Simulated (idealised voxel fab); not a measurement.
process module | voxel tone inversion
cross-section cut | 265 nm wide | cells 5 nm
A cross-section is a grid of square cells, given in bands from the top down. A band is one or more rows of cells.
Each band's line starts with the height of the band's top and of its bottom, in nm. Then come its materials from left to right, each with its width in nm. One material with "throughout" fills the band from edge to edge. "air" is empty space.
Height 0 is the level under which the wafer as received is all one material. The lowest band goes on downwards, as in "0 down".
A width such as "30 to 40" changes by the same amount from each row of cells to the next, from the band's top row to its bottom row.
"no change" after a step means that no cell of the cross-section changed.
closed voids: empty space of 8 cells or more with no open way to the top, each as width x height at its distance from the left edge, in nm
after a step's settings: what the simulator itself notes on the step
overlay nm, on a step with a mask: how far to the right of its planned place the mask lay; to the left if negative
plan
1 op RECEIVE | material Si
2 op CONFORMAL_DEP | material SiCN | thk nm 10
3 op DIRECTIONAL_DEP | material polySi | thk nm 25
4 op PATTERN | tone cover | mask id POSTS | material resist | width nm 25 | pitch nm 40 | thk nm 35 | overlay nm 0
5 op DIRECTIONAL_ETCH | etch materials polySi | depth nm 25
6 op STRIP | etch materials resist
7 op FILL_DEP | material SiO2 | thk nm 10
8 op CMP | height nm 35
9 op STRIP | etch materials polySi
first wafer, as planned
as received, after step 1
  0 down: Si throughout
  closed voids: none
after step 2
  10 to 0: SiCN throughout
  below 0: unchanged
after step 3
  35 to 10: polySi throughout
  below 10: unchanged
after step 4
  70 to 35: air 80 | resist 25 | air 15 | resist 25 | air 15 | resist 25 | air 80
  below 35: unchanged
after step 5
  70 to 35: air 80 | resist 25 | air 15 | resist 25 | air 15 | resist 25 | air 80
  35 to 10: air 80 | polySi 25 | air 15 | polySi 25 | air 15 | polySi 25 | air 80
  below 10: unchanged
after step 6
  35 to 10: air 80 | polySi 25 | air 15 | polySi 25 | air 15 | polySi 25 | air 80
  below 10: unchanged
after step 7
  45 to 35: SiO2 throughout
  35 to 10: SiO2 80 | polySi 25 | SiO2 15 | polySi 25 | SiO2 15 | polySi 25 | SiO2 80
  below 10: unchanged
after step 8
  35 to 10: SiO2 80 | polySi 25 | SiO2 15 | polySi 25 | SiO2 15 | polySi 25 | SiO2 80
  below 10: unchanged
after step 9
  35 to 10: SiO2 80 | air 25 | SiO2 15 | air 25 | SiO2 15 | air 25 | SiO2 80
  below 10: unchanged
second wafer: like start, like plan, one mistake. Through step 7 it matches the first wafer
when step 8 should have ended
  40 to 35: SiO2 throughout
  below 35: unchanged
when step 9 should have ended: no change
what went wrong: step 8 ran as: op CMP | height nm 40
at the end the second wafer has, in cells: 53 more of SiO2 | 75 more of polySi
